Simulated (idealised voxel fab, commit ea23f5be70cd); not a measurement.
You're looking at the process module voxel gate over fins.
For reference, the cross-section in this document is cut, with width 230 nm and square cells of 5 nm.
A cross-section in this document is a grid of square cells, and it is written down as bands, the top band listed before the ones below it; a band is made up of one or more rows of cells.
Each band's line starts with the height of the band's top and of its bottom, in nm. Then come its materials from left to right, each with its width in nm. One material with "all across" fills the band from edge to edge. "blank" is empty space.
It should be noted that heights are counted from 0, beneath which the wafer as supplied is of one material throughout, and that the lowest band possesses no lower boundary but continues downward, as written in "0 and below".
Quick explanation for "30 to 40": the width changes in equal steps down the rows of cells, from the first number in the band's top row to the second number in its bottom row.
Where a step carries "remains unaltered", the cross-section came out of it unchanged, cell for cell.
The entry titled "Tabulated closed voids" provides the empty spaces that have no open way to the top, restricted to those of 8 cells or more. Each is presented as width x height at distance, the distance being measured from the left edge, with all three in nm.
after a step's settings: what the simulator itself notes on the step
overlay nm: on a step with a mask, how far right of its planned place the mask lay; negative means left.

[plan]
1) RECEIVE [material Si]
2) CONFORMAL_DEP [material SiN] [thk nm 5]
3) MASKED_ETCH [tone cover] [mask id FINS] [width nm 15] [pitch nm 35] [etch materials SiN] [depth nm 5] [overlay nm 0]
4) MASKED_ETCH [tone cover] [mask id FINS] [width nm 15] [pitch nm 35] [etch materials Si] [depth nm 40] [overlay nm 0]
5) OXIDIZE [depth nm 5]
6) FILL_DEP [material SiO2] [thk nm 10]
7) CMP [height nm 5]
8) SELECTIVE_ETCH [etch materials SiO2] [depth nm 20]
9) STRIP [etch materials SiN]
10) CONFORMAL_DEP [material HfO2] [thk nm 5]
11) CONFORMAL_DEP [material TiN] [thk nm 5]
12) FILL_DEP [material W] [thk nm 15]
13) CMP [height nm 20]
14) CONFORMAL_DEP [material SiCN] [thk nm 5]

[Incoming wafer in cross-section (state: after step 1)]
    0 and below: Si all across
    Tabulated closed voids: none

[Post-module cross-section of the first of two wafers (run per plan)]
    25 down to 20: SiCN all across
    20 down to 10: W all across
    10 down to 5: 65 W  25 TiN  10 W  25 TiN  10 W  25 TiN  70 W
    5 down to 0: 65 W  5 TiN  15 HfO2  5 TiN  10 W  5 TiN  15 HfO2  5 TiN  10 W  5 TiN  15 HfO2  5 TiN  70 W
    0 down to -5: 65 W  5 TiN  5 HfO2  5 Si  5 HfO2  5 TiN  10 W  5 TiN  5 HfO2  5 Si  5 HfO2  5 TiN  10 W  5 TiN  5 HfO2  5 Si  5 HfO2  5 TiN  70 W
    -5 down to -10: 70 TiN  5 HfO2  5 Si  5 HfO2  20 TiN  5 HfO2  5 Si  5 HfO2  20 TiN  5 HfO2  5 Si  5 HfO2  75 TiN
    -10 down to -15: 75 HfO2  5 Si  30 HfO2  5 Si  30 HfO2  5 Si  80 HfO2
    -15 down to -45: 75 SiO2  5 Si  30 SiO2  5 Si  30 SiO2  5 Si  80 SiO2
    -45 and below: Si all across
    Tabulated closed voids: none

[So this is wafer number two of the two, cut at the end of the module - it started where the first did and had the same plan, we just got one thing wrong running it]
    35 down to 20: SiCN all across
    20 down to 10: W all across
    10 down to 5: 65 W  25 TiN  10 W  25 TiN  10 W  25 TiN  70 W
    5 down to 0: 65 W  5 TiN  15 HfO2  5 TiN  10 W  5 TiN  15 HfO2  5 TiN  10 W  5 TiN  15 HfO2  5 TiN  70 W
    0 down to -5: 65 W  5 TiN  5 HfO2  5 Si  5 HfO2  5 TiN  10 W  5 TiN  5 HfO2  5 Si  5 HfO2  5 TiN  10 W  5 TiN  5 HfO2  5 Si  5 HfO2  5 TiN  70 W
    -5 down to -10: 70 TiN  5 HfO2  5 Si  5 HfO2  20 TiN  5 HfO2  5 Si  5 HfO2  20 TiN  5 HfO2  5 Si  5 HfO2  75 TiN
    -10 down to -15: 75 HfO2  5 Si  30 HfO2  5 Si  30 HfO2  5 Si  80 HfO2
    -15 down to -45: 75 SiO2  5 Si  30 SiO2  5 Si  30 SiO2  5 Si  80 SiO2
    -45 and below: Si all across
    Tabulated closed voids: none
Which mistake was made when the wafer was run? so step 14 ended up running with a different setting than we planned, it ran as CONFORMAL_DEP [material SiCN] [thk nm 15]
End check, counted in cells, second wafer has more or fewer of these materials than the first: 92 more of SiCN
